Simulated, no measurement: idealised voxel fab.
This is a process module. Its name is voxel gate over fins.
Each square cell in cross-section cut measures 5 nm, and the section as a whole is 155 nm wide.
Format of a cross-section: grid, square cells. Given as bands. Order: top down. Band: one or more rows of cells.
Within each band entry, the heights of the top and of the bottom of the band appear first, in that order and in nm; the materials of the band then follow from left to right, each with its corresponding width in nm. The designation "all across" on a single material indicates that it fills the band from edge to edge; the designation "empty" indicates empty space.
The level at which height equals 0 is the one under which the wafer, as it arrives, is entirely one material. No lower edge exists for the bottom band, which continues downward and is notated as in "top 0, no bottom".
The width entry "30..40" should be interpreted row by row: the top row of cells in the band takes the first number, the bottom row takes the second number, and the change between adjacent rows is uniform throughout.
The designation "stayed the same", where it is given for a processing step, indicates that no cell of the cross-section was altered in the course of that step.
Look at "Closed void roster" for the closed voids: empty spaces with no open path to the top, sized 8 cells or up. Each is width x height at distance, distance from the left edge, all nm.
On each step's line, the part that comes after the settings is the simulator's own comment on the step.
The "overlay nm" setting may appear on a step's line; for a step that uses a mask, it gives how far to the right of its planned position the mask lay, and a negative value indicates the left.
## Process steps foreseen in the plan
- 1: RECEIVE [material Si]
- 2: CONFORMAL_DEP [material SiN] [thk nm 5]
- 3: MASKED_ETCH [tone cover] [mask id FINS] [width nm 15] [pitch nm 50] [etch materials SiN] [depth nm 5] [overlay nm 0]
- 4: MASKED_ETCH [tone cover] [mask id FINS] [width nm 15] [pitch nm 50] [etch materials Si] [depth nm 30] [overlay nm 0]
- 5: FILL_DEP [material SiO2] [thk nm 5]
- 6: CMP [height nm 5]
- 7: DIRECTIONAL_DEP [material aC] [thk nm 10]
- 8: PATTERN [tone open] [mask id RAIL] [material resist] [width nm 15] [thk nm 30] [overlay nm 0]
- 9: DIRECTIONAL_ETCH [etch materials aC] [depth nm 10]
- 10: STRIP [etch materials resist]
- 11: DIRECTIONAL_ETCH [etch materials SiO2] [depth nm 30]
- 12: STRIP [etch materials aC]
- 13: CONFORMAL_DEP [material TiN] [thk nm 5]
- 14: FILL_DEP [material W] [thk nm 10]
- 15: CMP [height nm 5]
- 16: SELECTIVE_ETCH [etch materials W Ru TiN] [depth nm 20]
- 17: FILL_DEP [material SiO2] [thk nm 5]
- 18: CMP [height nm 5]
- 19: SELECTIVE_ETCH [etch materials SiO2] [depth nm 15]
- 20: STRIP [etch materials SiN]
- 21: CONFORMAL_DEP [material HfO2] [thk nm 5]
- 22: CONFORMAL_DEP [material TiN] [thk nm 5]
- 23: FILL_DEP [material W] [thk nm 10]
- 24: CMP [height nm 5]
- 25: CONFORMAL_DEP [material SiCN] [thk nm 10]
The wafers in this document start out alike and differ in the height nm applied at step 24; the plan shows the value used for the first wafer.
## Received wafers, first of several: cross-section after step 1
* top 0, no bottom  Si all across
* Closed void roster: none
## End of module, by wafer: material-by-material cell gain (+) or loss (-) since receipt, then closed voids
height nm 5; +43 HfO2; -132 Si; +62 SiCN; +82 SiO2; +27 TiN; +11 W; Closed void roster: none
height nm 10; +43 HfO2; -132 Si; +62 SiCN; +82 SiO2; +48 TiN; +21 W; Closed void roster: none
height nm 15; +43 HfO2; -132 Si; +62 SiCN; +82 SiO2; +48 TiN; +52 W; Closed void roster: none
height nm 20; +43 HfO2; -132 Si; +62 SiCN; +82 SiO2; +48 TiN; +83 W; Closed void roster: none
